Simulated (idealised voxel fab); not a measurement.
voxel tone inversion: a process module
The cross-section shown here is cut; it is 290 nm wide and divided into square cells measuring 5 nm on a side.
A cross-section is a grid of square cells, given in bands from the top down. A band is one or more rows of cells.
Each band's line starts with the height of the band's top and of its bottom, in nm. Then come its materials from left to right, each with its width in nm. One material with "everywhere" fills the band from edge to edge. "blank" is empty space.
The reference from which all heights are counted is 0, the level beneath which the as-received wafer is entirely one material; the lowest band, having no lower bound, proceeds downward and is written after the example "0 and below".
Top row gets the first number, bottom row gets the second, and each row in between changes by the same step: that is how a band width like "30->40" works.
Take "same as before" at face value: in the step it is given for, the cross-section changed in none of its cells.
Under "Enclosed cavity list" you'll find the enclosed gaps, the ones with no way out to the top, that are 8 cells or bigger; each reads width x height at distance, with distance counted from the left edge, everything in nm.
Whatever follows a step's settings on its line is a remark the simulator itself makes about that step.
A step's line can hold "overlay nm"; with a mask on that step, the setting says how far right of the planned place the mask lay, while a negative setting says it lay to the left.
Steps planned for the process
1) RECEIVE (material Si)
2) CONFORMAL_DEP (material SiCN; thk nm 10)
3) DIRECTIONAL_DEP (material aC; thk nm 25)
4) PATTERN (tone cover; mask id POSTS; material resist; width nm 20; pitch nm 35; thk nm 30; overlay nm -15)
5) DIRECTIONAL_ETCH (etch materials aC; depth nm 25)
6) STRIP (etch materials resist)
7) FILL_DEP (material SiO2; thk nm 10)
8) CMP (height nm 35)
9) STRIP (etch materials aC)
10) CONFORMAL_DEP (material TiN; thk nm 5)
11) FILL_DEP (material Cu; thk nm 5)
12) CMP (height nm 35)
13) CONFORMAL_DEP (material SiN; thk nm 5)
The wafers are alike at the start. At step 4, their overlay nm differs. The plan lists the first wafer's value.
Cross-section: the first of several wafers in its as-received state, i.e. following step 1
	0 and below  Si everywhere
	Enclosed cavity list: none
The rows of the table below are wafers. Looking at the end of the module, a row counts, for every material, the cells the wafer has gained, shown as (+), or lost, shown as (-), since it was received; its closed voids come next
overlay nm -15; +24 Cu; +116 SiCN; +58 SiN; +230 SiO2; +36 TiN; Enclosed cavity list: none
overlay nm -10; +24 Cu; +116 SiCN; +58 SiN; +230 SiO2; +36 TiN; Enclosed cavity list: none
overlay nm -5; +24 Cu; +116 SiCN; +58 SiN; +230 SiO2; +36 TiN; Enclosed cavity list: none
overlay nm 0; +24 Cu; +116 SiCN; +58 SiN; +230 SiO2; +36 TiN; Enclosed cavity list: none
overlay nm 5; +24 Cu; +116 SiCN; +58 SiN; +230 SiO2; +36 TiN; Enclosed cavity list: none
overlay nm 10; +24 Cu; +116 SiCN; +58 SiN; +230 SiO2; +36 TiN; Enclosed cavity list: none
overlay nm 15; +24 Cu; +116 SiCN; +58 SiN; +230 SiO2; +36 TiN; Enclosed cavity list: none
